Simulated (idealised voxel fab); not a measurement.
Proc. module: voxel wiring stack
Section cut is 210 nm wide and gridded with 5 nm square cells.
Cross-section spec: square-cell grid; bands listed top down; each band is one or more rows.
Read a band's entry like this: the first values are the height of its top and the height of its bottom in nm, and what follows is the sequence of materials from left to right, each with its width in nm. Note that "empty" is empty space, and that a single material marked "throughout" reaches across the band from edge to edge.
Height reference: 0 = level under which incoming wafer is all one material. Lowest band: no bottom, runs on downward, e.g. "0 -> down".
Quick explanation for "30..40": the width changes in equal steps down the rows of cells, from the first number in the band's top row to the second number in its bottom row.
The cross-section has no changed cell in any step marked "nothing was modified".
"Sealed cavities": sealed empty spaces, 8 cells or more, no open way to top, listed width x height at distance, with distance from the left edge and width, height and distance in nm.
Step line, after settings: the simulator's comment on this step.
If you see "overlay nm" on a step's line and that step has a mask, it's telling you how far right of where it was planned the mask ended up; a negative number means it went left instead.

Set out below are the planned steps of the process
1 RECEIVE [material Si]
2 CONFORMAL_DEP [material SiO2] [thk nm 15]
3 CONFORMAL_DEP [material SiCN] [thk nm 5]
4 DIRECTIONAL_DEP [material SiO2] [thk nm 25]
5 PATTERN [tone open] [mask id METAL_1] [material resist] [width nm 20] [pitch nm 35] [thk nm 20] [overlay nm 0]
6 DIRECTIONAL_ETCH [etch materials SiO2] [depth nm 25]
7 DIRECTIONAL_ETCH [etch materials SiCN] [depth nm 5]
8 STRIP [etch materials resist]
9 CONFORMAL_DEP [material TiN] [thk nm 5]
10 FILL_DEP [material Cu] [thk nm 5]
11 CMP [height nm 45]
12 CONFORMAL_DEP [material SiCN] [thk nm 5]
13 DIRECTIONAL_DEP [material SiO2] [thk nm 30]
14 DIRECTIONAL_DEP [material aC] [thk nm 10]
15 PATTERN [tone open] [mask id METAL_2_HOLES] [material resist] [width nm 15] [pitch nm 35] [thk nm 25] [overlay nm 0]
16 DIRECTIONAL_ETCH [etch materials aC] [depth nm 10]
17 STRIP [etch materials resist]
18 DIRECTIONAL_ETCH [etch materials SiO2] [depth nm 30]
19 STRIP [etch materials aC]
20 DIRECTIONAL_DEP [material aC] [thk nm 15]
21 PATTERN [tone open] [mask id METAL_2] [material resist] [width nm 20] [pitch nm 35] [thk nm 30] [overlay nm 0]
22 DIRECTIONAL_ETCH [etch materials aC] [depth nm 15]
23 STRIP [etch materials resist]
24 DIRECTIONAL_ETCH [etch materials SiO2] [depth nm 20]
25 DIRECTIONAL_ETCH [etch materials SiCN] [depth nm 5]
26 STRIP [etch materials aC]
27 CONFORMAL_DEP [material TiN] [thk nm 5]
28 FILL_DEP [material Cu] [thk nm 10]
29 CMP [height nm 80]
30 CONFORMAL_DEP [material SiCN] [thk nm 5]
31 DIRECTIONAL_DEP [material SiO2] [thk nm 30]
32 MASKED_ETCH [tone open] [mask id METAL_3_HOLES] [width nm 15] [pitch nm 70] [etch materials SiO2] [depth nm 30] [overlay nm 0]
33 DIRECTIONAL_DEP [material aC] [thk nm 15]
34 PATTERN [tone open] [mask id METAL_3] [material resist] [width nm 20] [pitch nm 35] [thk nm 35] [overlay nm 0]
35 DIRECTIONAL_ETCH [etch materials aC] [depth nm 15]
36 STRIP [etch materials resist]
37 DIRECTIONAL_ETCH [etch materials SiO2] [depth nm 20]
38 DIRECTIONAL_ETCH [etch materials SiCN] [depth nm 5]
39 STRIP [etch materials aC]
40 CONFORMAL_DEP [material TiN] [thk nm 5]
41 FILL_DEP [material Cu] [thk nm 5]
42 CMP [height nm 115]
43 CONFORMAL_DEP [material SiCN] [thk nm 5]

Incoming wafer, cross-sectional view, post step 1
- 0 -> down  Si throughout
- Sealed cavities: none

Cross-section: first of two wafers, module finished, run according to plan
- 120 -> 115  SiCN throughout
- 115 -> 100  SiO2 40 nm / TiN 5 nm / Cu 10 nm / TiN 5 nm / SiO2 15 nm / TiN 5 nm / Cu 10 nm / TiN 5 nm / SiO2 15 nm / TiN 5 nm / Cu 10 nm / TiN 5 nm / SiO2 15 nm / TiN 5 nm / Cu 10 nm / TiN 5 nm / SiO2 45 nm
- 100 -> 95  SiO2 40 nm / TiN 5 nm / Cu 5 nm / TiN 10 nm / SiO2 15 nm / TiN 20 nm / SiO2 15 nm / TiN 5 nm / Cu 5 nm / TiN 10 nm / SiO2 15 nm / TiN 20 nm / SiO2 45 nm
- 95 -> 85  SiO2 40 nm / TiN 5 nm / Cu 5 nm / TiN 5 nm / SiO2 55 nm / TiN 5 nm / Cu 5 nm / TiN 5 nm / SiO2 85 nm
- 85 -> 80  SiCN 40 nm / TiN 15 nm / SiCN 55 nm / TiN 15 nm / SiCN 85 nm
- 80 -> 65  SiO2 40 nm / TiN 5 nm / Cu 10 nm / TiN 5 nm / SiO2 15 nm / TiN 5 nm / Cu 10 nm / TiN 5 nm / SiO2 15 nm / TiN 5 nm / Cu 10 nm / TiN 5 nm / SiO2 15 nm / TiN 5 nm / Cu 10 nm / TiN 5 nm / SiO2 45 nm
- 65 -> 60  SiO2 40 nm / TiN 5 nm / Cu 5 nm / TiN 10 nm / SiO2 15 nm / TiN 5 nm / Cu 5 nm / TiN 10 nm / SiO2 15 nm / TiN 5 nm / Cu 5 nm / TiN 10 nm / SiO2 15 nm / TiN 5 nm / Cu 5 nm / TiN 10 nm / SiO2 45 nm
- 60 -> 50  SiO2 40 nm / TiN 5 nm / Cu 5 nm / TiN 5 nm / SiO2 20 nm / TiN 5 nm / Cu 5 nm / TiN 5 nm / SiO2 20 nm / TiN 5 nm / Cu 5 nm / TiN 5 nm / SiO2 20 nm / TiN 5 nm / Cu 5 nm / TiN 5 nm / SiO2 50 nm
- 50 -> 45  SiCN 40 nm / TiN 15 nm / SiCN 20 nm / TiN 15 nm / SiCN 20 nm / TiN 15 nm / SiCN 20 nm / TiN 15 nm / SiCN 50 nm
- 45 -> 20  SiO2 40 nm / TiN 5 nm / Cu 10 nm / TiN 5 nm / SiO2 15 nm / TiN 5 nm / Cu 10 nm / TiN 5 nm / SiO2 15 nm / TiN 5 nm / Cu 10 nm / TiN 5 nm / SiO2 15 nm / TiN 5 nm / Cu 10 nm / TiN 5 nm / SiO2 45 nm
- 20 -> 15  SiCN 40 nm / TiN 20 nm / SiCN 15 nm / TiN 20 nm / SiCN 15 nm / TiN 20 nm / SiCN 15 nm / TiN 20 nm / SiCN 45 nm
- 15 -> 0  SiO2 throughout
- 0 -> down  Si throughout
- Sealed cavities: none

Cross-sectional view of the second of two wafers upon completion of the module. This wafer shared its starting condition and process plan with the first; one error was made during its execution
- 120 -> 115  SiCN throughout
- 115 -> 100  SiO2 40 nm / TiN 5 nm / Cu 10 nm / TiN 5 nm / SiO2 15 nm / TiN 5 nm / Cu 10 nm / TiN 5 nm / SiO2 15 nm / TiN 5 nm / Cu 10 nm / TiN 5 nm / SiO2 15 nm / TiN 5 nm / Cu 10 nm / TiN 5 nm / SiO2 45 nm
- 100 -> 95  SiO2 40 nm / TiN 5 nm / Cu 5 nm / TiN 10 nm / SiO2 15 nm / TiN 20 nm / SiO2 15 nm / TiN 5 nm / Cu 5 nm / TiN 10 nm / SiO2 15 nm / TiN 20 nm / SiO2 45 nm
- 95 -> 85  SiO2 40 nm / TiN 5 nm / Cu 5 nm / TiN 5 nm / SiO2 55 nm / TiN 5 nm / Cu 5 nm / TiN 5 nm / SiO2 85 nm
- 85 -> 80  SiCN 40 nm / TiN 15 nm / SiCN 55 nm / TiN 15 nm / SiCN 85 nm
- 80 -> 65  SiO2 40 nm / TiN 5 nm / Cu 5 nm / TiN 5 nm / SiO2 20 nm / TiN 5 nm / Cu 5 nm / TiN 5 nm / SiO2 20 nm / TiN 5 nm / Cu 5 nm / TiN 5 nm / SiO2 20 nm / TiN 5 nm / Cu 5 nm / TiN 5 nm / SiO2 50 nm
- 65 -> 60  SiO2 40 nm / TiN 15 nm / SiO2 20 nm / TiN 15 nm / SiO2 20 nm / TiN 15 nm / SiO2 20 nm / TiN 15 nm / SiO2 50 nm
- 60 -> 50  SiO2 throughout
- 50 -> 45  SiCN throughout
- 45 -> 20  SiO2 40 nm / TiN 5 nm / Cu 10 nm / TiN 5 nm / SiO2 15 nm / TiN 5 nm / Cu 10 nm / TiN 5 nm / SiO2 15 nm / TiN 5 nm / Cu 10 nm / TiN 5 nm / SiO2 15 nm / TiN 5 nm / Cu 10 nm / TiN 5 nm / SiO2 45 nm
- 20 -> 15  SiCN 40 nm / TiN 20 nm / SiCN 15 nm / TiN 20 nm / SiCN 15 nm / TiN 20 nm / SiCN 15 nm / TiN 20 nm / SiCN 45 nm
- 15 -> 0  SiO2 throughout
- 0 -> down  Si throughout
- Sealed cavities: none
Against the plan, the run slipped here: step 13 of the plan was twice carried out
Final difference in cells, second wafer against first, listed per material as more or fewer: -24 Cu, +12 SiCN, +40 SiO2, -28 TiN
